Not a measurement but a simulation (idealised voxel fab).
The process module presented herein is designated voxel self aligned contacts.
We display cut, a cross-section 270 nm in width whose square cells are each 5 nm.
A cross-section is written here as square cells arranged in a grid, and it is given in bands from the top down, each band taking up one or more rows of cells.
Band: top and bottom heights (nm) first, top before bottom; then materials from left to right, widths in nm. "all across" marks a sole material filling the band edge to edge. "empty" denotes empty space.
It should be noted that heights are counted from 0, beneath which the wafer as supplied is of one material throughout, and that the lowest band possesses no lower boundary but continues downward, as written in "0 down".
You'd read "30 to 40" like this: the band's top row of cells is as wide as the first number, its bottom row is as wide as the second, and going down, every row changes width by the same amount as the row before did.
A step reported as "same as before" is a step in which no cell of the cross-section changed.
Each empty space that has no open way to the top and spans at least 8 cells appears under "Cavities, closed" as width x height at distance, the distance counted from the left edge, all in nm.
Anything after a step's settings on that line? It's the simulator's own note about the step.
The line of a step may include "overlay nm". On a step with a mask, this value is how far to the right of its planned place the mask lay. A negative value means the mask lay to the left.

-- Steps planned for the process
| 1 | RECEIVE with material Si |
| 2 | CONFORMAL_DEP with material SiO2, thk nm 5 |
| 3 | DIRECTIONAL_DEP with material polySi, thk nm 30 |
| 4 | DIRECTIONAL_DEP with material SiN, thk nm 15 |
| 5 | MASKED_ETCH with tone cover, mask id GATE, width nm 25, pitch nm 55, etch materials SiN, depth nm 15, overlay nm 0 |
| 6 | MASKED_ETCH with tone cover, mask id GATE, width nm 25, pitch nm 55, etch materials polySi, depth nm 30, overlay nm 0 |
| 7 | CONFORMAL_DEP with material SiN, thk nm 5 |
| 8 | DIRECTIONAL_ETCH with etch materials SiN, depth nm 5 |
| 9 | FILL_DEP with material SiO2, thk nm 10 |
| 10 | CMP with height nm 55 |
| 11 | DIRECTIONAL_DEP with material aC, thk nm 15 |
| 12 | PATTERN with tone open, mask id CONTACT, material resist, width nm 40, thk nm 30, overlay nm 0 |
| 13 | DIRECTIONAL_ETCH with etch materials aC, depth nm 15 |
| 14 | STRIP with etch materials resist |
| 15 | DIRECTIONAL_ETCH with etch materials SiO2, depth nm 55 |
| 16 | STRIP with etch materials aC |
| 17 | CONFORMAL_DEP with material TiN, thk nm 5 |
| 18 | FILL_DEP with material W, thk nm 10 |
| 19 | CMP with height nm 55 |
| 20 | CONFORMAL_DEP with material SiN, thk nm 5 |

-- The first of the two wafers, which ran as planned

-- Received-state cross-section, reflecting completion of step 1
	0 down  Si all across
	Cavities, closed: none

-- State of the wafer after step 2, shown in cross-section
	5 to 0  SiO2 all across
	Below a height of 0, the structure has not been altered.

-- State of the wafer after step 3, shown in cross-section
	35 to 5  polySi all across
	Below a height of 5, the structure has not been altered.

-- State of the wafer after step 4, shown in cross-section
	50 to 35  SiN all across
	Below a height of 35, the structure has not been altered.

-- State of the wafer after step 5, shown in cross-section
	50 to 35  empty 95; SiN 25; empty 30; SiN 25; empty 95
	Below a height of 35, the structure has not been altered.

-- State of the wafer after step 6, shown in cross-section
	50 to 35  empty 95; SiN 25; empty 30; SiN 25; empty 95
	35 to 5  empty 95; polySi 25; empty 30; polySi 25; empty 95
	Below a height of 5, the structure has not been altered.

-- State of the wafer after step 7, shown in cross-section
	55 to 35  empty 90; SiN 35; empty 20; SiN 35; empty 90
	35 to 10  empty 90; SiN 5; polySi 25; SiN 5; empty 20; SiN 5; polySi 25; SiN 5; empty 90
	10 to 5  SiN 95; polySi 25; SiN 30; polySi 25; SiN 95
	Below a height of 5, the structure has not been altered.

-- State of the wafer after step 8, shown in cross-section
	50 to 35  empty 90; SiN 35; empty 20; SiN 35; empty 90
	35 to 5  empty 90; SiN 5; polySi 25; SiN 5; empty 20; SiN 5; polySi 25; SiN 5; empty 90
	Below a height of 5, the structure has not been altered.

-- State of the wafer after step 9, shown in cross-section
	60 to 50  SiO2 all across
	50 to 35  SiO2 90; SiN 35; SiO2 20; SiN 35; SiO2 90
	35 to 5  SiO2 90; SiN 5; polySi 25; SiN 5; SiO2 20; SiN 5; polySi 25; SiN 5; SiO2 90
	Below a height of 5, the structure has not been altered.

-- State of the wafer after step 10, shown in cross-section
	55 to 50  SiO2 all across
	Below a height of 50, the structure has not been altered.

-- State of the wafer after step 11, shown in cross-section
	70 to 55  aC all across
	Below a height of 55, the structure has not been altered.

-- State of the wafer after step 12, shown in cross-section
	100 to 70  resist 115; empty 40; resist 115
	Below a height of 70, the structure has not been altered.

-- State of the wafer after step 13, shown in cross-section
	85 to 70  resist 115; empty 40; resist 115
	70 to 55  aC 115; empty 40; aC 115
	Below a height of 55, the structure has not been altered.

-- State of the wafer after step 14, shown in cross-section
	70 to 55  aC 115; empty 40; aC 115
	Below a height of 55, the structure has not been altered.

-- State of the wafer after step 15, shown in cross-section
	70 to 55  aC 115; empty 40; aC 115
	55 to 50  SiO2 115; empty 40; SiO2 115
	50 to 35  SiO2 90; SiN 35; empty 20; SiN 35; SiO2 90
	35 to 5  SiO2 90; SiN 5; polySi 25; SiN 5; empty 20; SiN 5; polySi 25; SiN 5; SiO2 90
	5 to 0  SiO2 125; empty 20; SiO2 125
	Below a height of 0, the structure has not been altered.

-- State of the wafer after step 16, shown in cross-section
	55 to 50  SiO2 115; empty 40; SiO2 115
	Below a height of 50, the structure has not been altered.

-- State of the wafer after step 17, shown in cross-section
	60 to 55  TiN 120; empty 30; TiN 120
	55 to 50  SiO2 115; TiN 15; empty 10; TiN 15; SiO2 115
	50 to 35  SiO2 90; SiN 35; TiN 5; empty 10; TiN 5; SiN 35; SiO2 90
	35 to 5  SiO2 90; SiN 5; polySi 25; SiN 5; TiN 5; empty 10; TiN 5; SiN 5; polySi 25; SiN 5; SiO2 90
	5 to 0  SiO2 125; TiN 20; SiO2 125
	Below a height of 0, the structure has not been altered.

-- State of the wafer after step 18, shown in cross-section
	70 to 60  W all across
	60 to 55  TiN 120; W 30; TiN 120
	55 to 50  SiO2 115; TiN 15; W 10; TiN 15; SiO2 115
	50 to 35  SiO2 90; SiN 35; TiN 5; W 10; TiN 5; SiN 35; SiO2 90
	35 to 5  SiO2 90; SiN 5; polySi 25; SiN 5; TiN 5; W 10; TiN 5; SiN 5; polySi 25; SiN 5; SiO2 90
	Below a height of 5, the structure has not been altered.

-- State of the wafer after step 19, shown in cross-section
	55 to 50  SiO2 115; TiN 15; W 10; TiN 15; SiO2 115
	Below a height of 50, the structure has not been altered.

-- State of the wafer after step 20, shown in cross-section
	60 to 55  SiN all across
	Below a height of 55, the structure has not been altered.

-- Second of two: same start, same plan, one run error; steps up to and including 1 match the first

At the planned end of step 2, the second wafer in cross-section: same as before

-- At the planned end of step 3, the second wafer in cross-section
	30 to 0  polySi all across
	Below a height of 0, the structure has not been altered.

-- At the planned end of step 4, the second wafer in cross-section
	45 to 30  SiN all across
	Below a height of 30, the structure has not been altered.

-- At the planned end of step 5, the second wafer in cross-section
	45 to 30  empty 95; SiN 25; empty 30; SiN 25; empty 95
	Below a height of 30, the structure has not been altered.

-- At the planned end of step 6, the second wafer in cross-section
	45 to 30  empty 95; SiN 25; empty 30; SiN 25; empty 95
	30 to 0  empty 95; polySi 25; empty 30; polySi 25; empty 95
	Below a height of 0, the structure has not been altered.

-- At the planned end of step 7, the second wafer in cross-section
	50 to 30  empty 90; SiN 35; empty 20; SiN 35; empty 90
	30 to 5  empty 90; SiN 5; polySi 25; SiN 5; empty 20; SiN 5; polySi 25; SiN 5; empty 90
	5 to 0  SiN 95; polySi 25; SiN 30; polySi 25; SiN 95
	Below a height of 0, the structure has not been altered.

-- At the planned end of step 8, the second wafer in cross-section
	45 to 30  empty 90; SiN 35; empty 20; SiN 35; empty 90
	30 to 0  empty 90; SiN 5; polySi 25; SiN 5; empty 20; SiN 5; polySi 25; SiN 5; empty 90
	Below a height of 0, the structure has not been altered.

-- At the planned end of step 9, the second wafer in cross-section
	55 to 45  SiO2 all across
	45 to 30  SiO2 90; SiN 35; SiO2 20; SiN 35; SiO2 90
	30 to 0  SiO2 90; SiN 5; polySi 25; SiN 5; SiO2 20; SiN 5; polySi 25; SiN 5; SiO2 90
	Below a height of 0, the structure has not been altered.

At the planned end of step 10, the second wafer in cross-section: same as before

-- At the planned end of step 11, the second wafer in cross-section
	70 to 55  aC all across
	Below a height of 55, the structure has not been altered.

-- At the planned end of step 12, the second wafer in cross-section
	100 to 70  resist 115; empty 40; resist 115
	Below a height of 70, the structure has not been altered.

-- At the planned end of step 13, the second wafer in cross-section
	85 to 70  resist 115; empty 40; resist 115
	70 to 55  aC 115; empty 40; aC 115
	Below a height of 55, the structure has not been altered.

-- At the planned end of step 14, the second wafer in cross-section
	70 to 55  aC 115; empty 40; aC 115
	Below a height of 55, the structure has not been altered.

-- At the planned end of step 15, the second wafer in cross-section
	70 to 55  aC 115; empty 40; aC 115
	55 to 45  SiO2 115; empty 40; SiO2 115
	45 to 30  SiO2 90; SiN 35; empty 20; SiN 35; SiO2 90
	30 to 0  SiO2 90; SiN 5; polySi 25; SiN 5; empty 20; SiN 5; polySi 25; SiN 5; SiO2 90
	Below a height of 0, the structure has not been altered.

-- At the planned end of step 16, the second wafer in cross-section
	55 to 45  SiO2 115; empty 40; SiO2 115
	Below a height of 45, the structure has not been altered.

-- At the planned end of step 17, the second wafer in cross-section
	60 to 55  TiN 120; empty 30; TiN 120
	55 to 45  SiO2 115; TiN 5 to 15; empty 30 to 10; TiN 5 to 15; SiO2 115
	45 to 30  SiO2 90; SiN 35; TiN 5; empty 10; TiN 5; SiN 35; SiO2 90
	30 to 5  SiO2 90; SiN 5; polySi 25; SiN 5; TiN 5; empty 10; TiN 5; SiN 5; polySi 25; SiN 5; SiO2 90
	5 to 0  SiO2 90; SiN 5; polySi 25; SiN 5; TiN 20; SiN 5; polySi 25; SiN 5; SiO2 90
	Below a height of 0, the structure has not been altered.

-- At the planned end of step 18, the second wafer in cross-section
	70 to 60  W all across
	60 to 55  TiN 120; W 30; TiN 120
	55 to 45  SiO2 115; TiN 5 to 15; W 30 to 10; TiN 5 to 15; SiO2 115
	45 to 30  SiO2 90; SiN 35; TiN 5; W 10; TiN 5; SiN 35; SiO2 90
	30 to 5  SiO2 90; SiN 5; polySi 25; SiN 5; TiN 5; W 10; TiN 5; SiN 5; polySi 25; SiN 5; SiO2 90
	Below a height of 5, the structure has not been altered.

-- At the planned end of step 19, the second wafer in cross-section
	55 to 45  SiO2 115; TiN 5 to 15; W 30 to 10; TiN 5 to 15; SiO2 115
	Below a height of 45, the structure has not been altered.

-- At the planned end of step 20, the second wafer in cross-section
	60 to 55  SiN all across
	Below a height of 55, the structure has not been altered.
What went wrong in running the wafer? step 2 of the plan got skipped, so it never ran
Final wafer comparison in cells, second versus first, more or fewer per material: SiO2: 4 fewer, W: 4 more
